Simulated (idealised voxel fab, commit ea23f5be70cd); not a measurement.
process module | voxel wiring stack
cross-section cut | 240 nm wide | cells 5 nm
A cross-section is a grid of square cells, given in bands from the top down. A band is one or more rows of cells.
Each band's line starts with the height of the band's top and of its bottom, in nm. Then come its materials from left to right, each with its width in nm. One material with "throughout" fills the band from edge to edge. "air" is empty space.
Height 0 is the level under which the wafer as received is all one material. The lowest band goes on downwards, as in "0 down".
A width such as "30 to 40" changes by the same amount from each row of cells to the next, from the band's top row to its bottom row.
"no change" after a step means that no cell of the cross-section changed.
closed voids: empty space of 8 cells or more with no open way to the top, each as width x height at its distance from the left edge, in nm
after a step's settings: what the simulator itself notes on the step
overlay nm, on a step with a mask: how far to the right of its planned place the mask lay; to the left if negative
plan
1 op RECEIVE | material Si
2 op CONFORMAL_DEP | material SiO2 | thk nm 15
3 op CONFORMAL_DEP | material SiN | thk nm 5
4 op DIRECTIONAL_DEP | material SiO2 | thk nm 15
5 op PATTERN | tone open | mask id METAL_1 | material resist | width nm 30 | pitch nm 50 | thk nm 20 | overlay nm 0
6 op DIRECTIONAL_ETCH | etch materials SiO2 | depth nm 15
7 op DIRECTIONAL_ETCH | etch materials SiN | depth nm 5
8 op STRIP | etch materials resist
9 op CONFORMAL_DEP | material TiN | thk nm 5
10 op FILL_DEP | material Cu | thk nm 10
11 op CMP | height nm 35
12 op EPI | material Ru | thk nm 5
13 op FILL_DEP | material SiCN | thk nm 5
14 op DIRECTIONAL_DEP | material lowk | thk nm 25
15 op DIRECTIONAL_DEP | material aC | thk nm 15
16 op PATTERN | tone open | mask id METAL_2 | material resist | width nm 30 | pitch nm 50 | thk nm 35 | overlay nm 0
17 op DIRECTIONAL_ETCH | etch materials aC | depth nm 15
18 op STRIP | etch materials resist
19 op DIRECTIONAL_ETCH | etch materials lowk | depth nm 15
20 op STRIP | etch materials aC
21 op PATTERN | tone open | mask id METAL_2_HOLES | material resist | width nm 15 | thk nm 15 | overlay nm 0
22 op DIRECTIONAL_ETCH | etch materials lowk | depth nm 10
23 op DIRECTIONAL_ETCH | etch materials SiCN | depth nm 5
24 op STRIP | etch materials resist
25 op CONFORMAL_DEP | material TiN | thk nm 5
26 op FILL_DEP | material Ru | thk nm 10
27 op CMP | height nm 70
28 op CONFORMAL_DEP | material SiN | thk nm 5
first wafer, as planned
as received, after step 1
  0 down: Si throughout
  closed voids: none
after step 2
  15 to 0: SiO2 throughout
  below 0: unchanged
after step 3
  20 to 15: SiN throughout
  below 15: unchanged
after step 4
  35 to 20: SiO2 throughout
  below 20: unchanged
after step 5
  55 to 35: resist 80 | air 30 | resist 20 | air 30 | resist 80
  below 35: unchanged
after step 6
  55 to 35: resist 80 | air 30 | resist 20 | air 30 | resist 80
  35 to 20: SiO2 80 | air 30 | SiO2 20 | air 30 | SiO2 80
  below 20: unchanged
after step 7
  55 to 35: resist 80 | air 30 | resist 20 | air 30 | resist 80
  35 to 20: SiO2 80 | air 30 | SiO2 20 | air 30 | SiO2 80
  20 to 15: SiN 80 | air 30 | SiN 20 | air 30 | SiN 80
  below 15: unchanged
after step 8
  35 to 20: SiO2 80 | air 30 | SiO2 20 | air 30 | SiO2 80
  below 20: unchanged
after step 9
  40 to 35: TiN 85 | air 20 | TiN 30 | air 20 | TiN 85
  35 to 20: SiO2 80 | TiN 5 | air 20 | TiN 5 | SiO2 20 | TiN 5 | air 20 | TiN 5 | SiO2 80
  20 to 15: SiN 80 | TiN 30 | SiN 20 | TiN 30 | SiN 80
  below 15: unchanged
after step 10
  50 to 40: Cu throughout
  40 to 35: TiN 85 | Cu 20 | TiN 30 | Cu 20 | TiN 85
  35 to 20: SiO2 80 | TiN 5 | Cu 20 | TiN 5 | SiO2 20 | TiN 5 | Cu 20 | TiN 5 | SiO2 80
  below 20: unchanged
after step 11
  35 to 20: SiO2 80 | TiN 5 | Cu 20 | TiN 5 | SiO2 20 | TiN 5 | Cu 20 | TiN 5 | SiO2 80
  below 20: unchanged
after step 12
  40 to 35: air 75 | Ru 40 | air 10 | Ru 40 | air 75
  below 35: unchanged
after step 13
  45 to 40: SiCN throughout
  40 to 35: SiCN 75 | Ru 40 | SiCN 10 | Ru 40 | SiCN 75
  below 35: unchanged
after step 14
  70 to 45: lowk throughout
  below 45: unchanged
after step 15
  85 to 70: aC throughout
  below 70: unchanged
after step 16
  120 to 85: resist 80 | air 30 | resist 20 | air 30 | resist 80
  below 85: unchanged
after step 17
  105 to 85: resist 80 | air 30 | resist 20 | air 30 | resist 80
  85 to 70: aC 80 | air 30 | aC 20 | air 30 | aC 80
  below 70: unchanged
after step 18
  85 to 70: aC 80 | air 30 | aC 20 | air 30 | aC 80
  below 70: unchanged
after step 19
  85 to 70: aC 80 | air 30 | aC 20 | air 30 | aC 80
  70 to 55: lowk 80 | air 30 | lowk 20 | air 30 | lowk 80
  below 55: unchanged
after step 20
  70 to 55: lowk 80 | air 30 | lowk 20 | air 30 | lowk 80
  below 55: unchanged
after step 21
  85 to 70: resist 80 | air 15 | resist 145
  70 to 55: lowk 80 | air 15 | resist 15 | lowk 20 | resist 30 | lowk 80
  below 55: unchanged
after step 22
  85 to 70: resist 80 | air 15 | resist 145
  70 to 55: lowk 80 | air 15 | resist 15 | lowk 20 | resist 30 | lowk 80
  55 to 45: lowk 80 | air 15 | lowk 145
  below 45: unchanged
after step 23
  85 to 70: resist 80 | air 15 | resist 145
  70 to 55: lowk 80 | air 15 | resist 15 | lowk 20 | resist 30 | lowk 80
  55 to 45: lowk 80 | air 15 | lowk 145
  45 to 40: SiCN 80 | air 15 | SiCN 145
  below 40: unchanged
after step 24
  70 to 55: lowk 80 | air 30 | lowk 20 | air 30 | lowk 80
  below 55: unchanged
after step 25
  75 to 70: TiN 85 | air 20 | TiN 30 | air 20 | TiN 85
  70 to 60: lowk 80 | TiN 5 | air 20 | TiN 5 | lowk 20 | TiN 5 | air 20 | TiN 5 | lowk 80
  60 to 55: lowk 80 | TiN 5 | air 5 | TiN 20 | lowk 20 | TiN 30 | lowk 80
  55 to 45: lowk 80 | TiN 5 | air 5 | TiN 5 | lowk 145
  45 to 40: SiCN 80 | TiN 15 | SiCN 145
  below 40: unchanged
after step 26
  85 to 75: Ru throughout
  75 to 70: TiN 85 | Ru 20 | TiN 30 | Ru 20 | TiN 85
  70 to 60: lowk 80 | TiN 5 | Ru 20 | TiN 5 | lowk 20 | TiN 5 | Ru 20 | TiN 5 | lowk 80
  60 to 55: lowk 80 | TiN 5 | Ru 5 | TiN 20 | lowk 20 | TiN 30 | lowk 80
  55 to 45: lowk 80 | TiN 5 | Ru 5 | TiN 5 | lowk 145
  below 45: unchanged
after step 27
  70 to 60: lowk 80 | TiN 5 | Ru 20 | TiN 5 | lowk 20 | TiN 5 | Ru 20 | TiN 5 | lowk 80
  below 60: unchanged
after step 28
  75 to 70: SiN throughout
  below 70: unchanged
second wafer: like start, like plan, one mistake. Through step 3 it matches the first wafer
when step 4 should have ended
  25 to 20: SiO2 throughout
  below 20: unchanged
when step 5 should have ended
  45 to 25: resist 80 | air 30 | resist 20 | air 30 | resist 80
  below 25: unchanged
when step 6 should have ended
  45 to 25: resist 80 | air 30 | resist 20 | air 30 | resist 80
  25 to 20: SiO2 80 | air 30 | SiO2 20 | air 30 | SiO2 80
  below 20: unchanged
when step 7 should have ended
  45 to 25: resist 80 | air 30 | resist 20 | air 30 | resist 80
  25 to 20: SiO2 80 | air 30 | SiO2 20 | air 30 | SiO2 80
  20 to 15: SiN 80 | air 30 | SiN 20 | air 30 | SiN 80
  below 15: unchanged
when step 8 should have ended
  25 to 20: SiO2 80 | air 30 | SiO2 20 | air 30 | SiO2 80
  below 20: unchanged
when step 9 should have ended
  30 to 25: TiN 85 | air 20 | TiN 30 | air 20 | TiN 85
  25 to 20: SiO2 80 | TiN 5 | air 20 | TiN 5 | SiO2 20 | TiN 5 | air 20 | TiN 5 | SiO2 80
  20 to 15: SiN 80 | TiN 30 | SiN 20 | TiN 30 | SiN 80
  below 15: unchanged
when step 10 should have ended
  40 to 30: Cu throughout
  30 to 25: TiN 85 | Cu 20 | TiN 30 | Cu 20 | TiN 85
  25 to 20: SiO2 80 | TiN 5 | Cu 20 | TiN 5 | SiO2 20 | TiN 5 | Cu 20 | TiN 5 | SiO2 80
  below 20: unchanged
when step 11 should have ended
  35 to 30: Cu throughout
  below 30: unchanged
when step 12 should have ended
  40 to 35: Ru throughout
  below 35: unchanged
when step 13 should have ended
  45 to 40: SiCN throughout
  below 40: unchanged
when step 14 should have ended
  70 to 45: lowk throughout
  below 45: unchanged
when step 15 should have ended
  85 to 70: aC throughout
  below 70: unchanged
when step 16 should have ended
  120 to 85: resist 80 | air 30 | resist 20 | air 30 | resist 80
  below 85: unchanged
when step 17 should have ended
  105 to 85: resist 80 | air 30 | resist 20 | air 30 | resist 80
  85 to 70: aC 80 | air 30 | aC 20 | air 30 | aC 80
  below 70: unchanged
when step 18 should have ended
  85 to 70: aC 80 | air 30 | aC 20 | air 30 | aC 80
  below 70: unchanged
when step 19 should have ended
  85 to 70: aC 80 | air 30 | aC 20 | air 30 | aC 80
  70 to 55: lowk 80 | air 30 | lowk 20 | air 30 | lowk 80
  below 55: unchanged
when step 20 should have ended
  70 to 55: lowk 80 | air 30 | lowk 20 | air 30 | lowk 80
  below 55: unchanged
when step 21 should have ended
  85 to 70: resist 80 | air 15 | resist 145
  70 to 55: lowk 80 | air 15 | resist 15 | lowk 20 | resist 30 | lowk 80
  below 55: unchanged
when step 22 should have ended
  85 to 70: resist 80 | air 15 | resist 145
  70 to 55: lowk 80 | air 15 | resist 15 | lowk 20 | resist 30 | lowk 80
  55 to 45: lowk 80 | air 15 | lowk 145
  below 45: unchanged
when step 23 should have ended
  85 to 70: resist 80 | air 15 | resist 145
  70 to 55: lowk 80 | air 15 | resist 15 | lowk 20 | resist 30 | lowk 80
  55 to 45: lowk 80 | air 15 | lowk 145
  45 to 40: SiCN 80 | air 15 | SiCN 145
  below 40: unchanged
when step 24 should have ended
  70 to 55: lowk 80 | air 30 | lowk 20 | air 30 | lowk 80
  below 55: unchanged
when step 25 should have ended
  75 to 70: TiN 85 | air 20 | TiN 30 | air 20 | TiN 85
  70 to 60: lowk 80 | TiN 5 | air 20 | TiN 5 | lowk 20 | TiN 5 | air 20 | TiN 5 | lowk 80
  60 to 55: lowk 80 | TiN 5 | air 5 | TiN 20 | lowk 20 | TiN 30 | lowk 80
  55 to 45: lowk 80 | TiN 5 | air 5 | TiN 5 | lowk 145
  45 to 40: SiCN 80 | TiN 15 | SiCN 145
  below 40: unchanged
when step 26 should have ended
  85 to 75: Ru throughout
  75 to 70: TiN 85 | Ru 20 | TiN 30 | Ru 20 | TiN 85
  70 to 60: lowk 80 | TiN 5 | Ru 20 | TiN 5 | lowk 20 | TiN 5 | Ru 20 | TiN 5 | lowk 80
  60 to 55: lowk 80 | TiN 5 | Ru 5 | TiN 20 | lowk 20 | TiN 30 | lowk 80
  55 to 45: lowk 80 | TiN 5 | Ru 5 | TiN 5 | lowk 145
  below 45: unchanged
when step 27 should have ended
  70 to 60: lowk 80 | TiN 5 | Ru 20 | TiN 5 | lowk 20 | TiN 5 | Ru 20 | TiN 5 | lowk 80
  below 60: unchanged
when step 28 should have ended
  75 to 70: SiN throughout
  below 70: unchanged
what went wrong: step 4 ran as: op DIRECTIONAL_DEP | material SiO2 | thk nm 5
at the end the second wafer has, in cells: 40 more of Cu | 32 more of Ru | 32 fewer of SiCN | 72 fewer of SiO2 | 32 more of TiN
